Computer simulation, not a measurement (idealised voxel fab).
The following process module bears the name voxel ribs on slabs.
It is cross-section cut that appears here, measuring 270 nm in width, its square cells being 5 nm in size.
For the purposes of this document, a cross-section shall be understood as a grid of square cells, specified as bands listed in top-to-bottom order, each band consisting of one or more rows of cells. Per band: top height and bottom height in nm, followed by the left-to-right materials and their widths in nm; "edge to edge" marks a single material spanning edge to edge, "empty" marks empty space. Heads up on the height convention: 0 is the point under which the incoming wafer is all one material, and the lowest band has no bottom, it just keeps going down, like "0 down". The notation "30..40" denotes a width that varies across the rows of cells in the band, beginning at the first number in the top row, finishing at the second number in the bottom row, and changing by an identical amount from each row to the next. What does "left unchanged" mean for a step? It means no cell of the cross-section changed in that step. Enclosed voids (no open way to top), threshold 8 cells or more, entry "Closed void inventory", notation width x height at distance, distance from left edge, nm. after a step's settings: what the simulator itself notes on the step. If you see "overlay nm" on a step's line and that step has a mask, it's telling you how far right of where it was planned the mask ended up; a negative number means it went left instead.
Intended process steps
1) RECEIVE,material Si
2) DIRECTIONAL_DEP,material SiO2,thk nm 25
3) DIRECTIONAL_DEP,material SiN,thk nm 20
4) PATTERN,tone cover,mask id RIB,material resist,width nm 15,thk nm 20,overlay nm 0
5) DIRECTIONAL_ETCH,etch materials SiN,depth nm 5
6) STRIP,etch materials resist
7) PATTERN,tone cover,mask id SLAB,material resist,width nm 75,thk nm 20,overlay nm 0
8) DIRECTIONAL_ETCH,etch materials SiN,depth nm 15
9) STRIP,etch materials resist
10) FILL_DEP,material SiO2,thk nm 25
11) CMP,height nm 60
12) DIRECTIONAL_DEP,material W,thk nm 5
13) MASKED_ETCH,tone cover,mask id HEATER,width nm 25,etch materials W,depth nm 5,overlay nm 0
14) CONFORMAL_DEP,material SiO2,thk nm 5
Cross-section of the wafer as it came to us, i.e., already through step 1
> 0 down: Si edge to edge
> Closed void inventory: none
Starting structure and process plan are as shown above, but one mistake was made in running the module; the wafer cross-section at the end of the module follows
> 70 to 65: 115 nm empty, then 35 nm SiO2, then 120 nm empty
> 65 to 60: 120 nm SiO2, then 25 nm W, then 125 nm SiO2
> 60 to 40: SiO2 edge to edge
> 40 to 25: 95 nm SiO2, then 30 nm SiN, then 15 nm SiO2, then 30 nm SiN, then 100 nm SiO2
> 25 to 0: SiO2 edge to edge
> 0 down: Si edge to edge
> Closed void inventory: none
What broke from the plan during processing? a sequencing error occurred in which plan steps 3 and 4 were transposed
